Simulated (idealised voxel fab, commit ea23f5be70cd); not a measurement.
Process module under the name voxel gate over fins
The cross-section shown here is cut; it is 150 nm wide and divided into square cells measuring 5 nm on a side.
Cross-sections here: square-cell grids, written as top-down lists of bands, a band being one or more rows of cells. Heights first: top, then bottom, in nm. Then materials, left to right, each with a width in nm. "edge to edge" on a single material: fills the band edge to edge. "blank": empty space. Heads up on the height convention: 0 is the point under which the incoming wafer is all one material, and the lowest band has no bottom, it just keeps going down, like "top 0, no bottom". The width entry "30..40" should be interpreted row by row: the top row of cells in the band takes the first number, the bottom row takes the second number, and the change between adjacent rows is uniform throughout. Where a step carries "nothing was modified", the cross-section came out of it unchanged, cell for cell. Cavities, closed: empty space of 8 cells or more with no open way to the top, each as width x height at its distance from the left edge, in nm. On a step's line, text after the settings is the simulator commenting on that step. When a step includes a mask, the "overlay nm" setting on its line states how far to the right of its planned place that mask lay, and negative values state how far to the left.

## plan
1,RECEIVE with material Si
2,CONFORMAL_DEP with material SiN, thk nm 5
3,DIRECTIONAL_DEP with material aC, thk nm 10
4,PATTERN with tone cover, mask id FINS, material resist, width nm 15, pitch nm 40, thk nm 25, overlay nm 0
5,DIRECTIONAL_ETCH with etch materials aC, depth nm 10
6,STRIP with etch materials resist
7,DIRECTIONAL_ETCH with etch materials SiN, depth nm 5
8,DIRECTIONAL_ETCH with etch materials Si, depth nm 30
9,STRIP with etch materials aC
10,FILL_DEP with material SiO2, thk nm 10
11,CMP with height nm 5
12,SELECTIVE_ETCH with etch materials SiO2, depth nm 15
13,STRIP with etch materials SiN
14,CONFORMAL_DEP with material HfO2, thk nm 5
15,CONFORMAL_DEP with material TiN, thk nm 5
16,FILL_DEP with material W, thk nm 10
17,CMP with height nm 15
18,CONFORMAL_DEP with material SiN, thk nm 5
Heads up: all these wafers start the same, and what changes between them is the width nm in step 4. The value you see in the plan is just what the first wafer got.

## Cross-section of the first of several wafers as received (after step 1)
  top 0, no bottom | Si edge to edge
  Cavities, closed: none

## Cross-sectional representation of the first of several wafers at the end of the module, i.e. after its terminal step, step 18
  top 20, bottom 15 | SiN edge to edge
  top 15, bottom 10 | W edge to edge
  top 10, bottom 5 | W=35, then TiN=35, then W=5, then TiN=35, then W=40
  top 5, bottom 0 | W=35, then TiN=5, then HfO2=25, then TiN=5, then W=5, then TiN=5, then HfO2=25, then TiN=5, then W=40
  top 0, bottom -5 | TiN=40, then HfO2=5, then Si=15, then HfO2=5, then TiN=15, then HfO2=5, then Si=15, then HfO2=5, then TiN=45
  top -5, bottom -10 | HfO2=45, then Si=15, then HfO2=25, then Si=15, then HfO2=50
  top -10, bottom -30 | SiO2=45, then Si=15, then SiO2=25, then Si=15, then SiO2=50
  top -30, no bottom | Si edge to edge
  Cavities, closed: none

## Cross-section, module end, final of several wafers
  top 20, bottom 15 | SiN edge to edge
  top 15, bottom 10 | W edge to edge
  top 10, bottom 5 | W=30, then TiN=85, then W=35
  top 5, bottom 0 | W=30, then TiN=5, then HfO2=35, then TiN=5, then HfO2=35, then TiN=5, then W=35
  top 0, bottom -5 | TiN=35, then HfO2=5, then Si=25, then HfO2=5, then TiN=5, then HfO2=5, then Si=25, then HfO2=5, then TiN=40
  top -5, bottom -10 | HfO2=40, then Si=25, then HfO2=15, then Si=25, then HfO2=45
  top -10, bottom -30 | SiO2=40, then Si=25, then SiO2=15, then Si=25, then SiO2=45
  top -30, no bottom | Si edge to edge
  Cavities, closed: none

## Gained (+) or lost (-) cells of each material since receipt, then closed voids: one row per wafer, at the end of the module
width nm 15 | +38 HfO2 | -144 Si | +30 SiN | +96 SiO2 | +38 TiN | +62 W | Cavities, closed: none
width nm 20 | +38 HfO2 | -132 Si | +30 SiN | +88 SiO2 | +38 TiN | +58 W | Cavities, closed: none
width nm 25 | +38 HfO2 | -120 Si | +30 SiN | +80 SiO2 | +36 TiN | +56 W | Cavities, closed: none
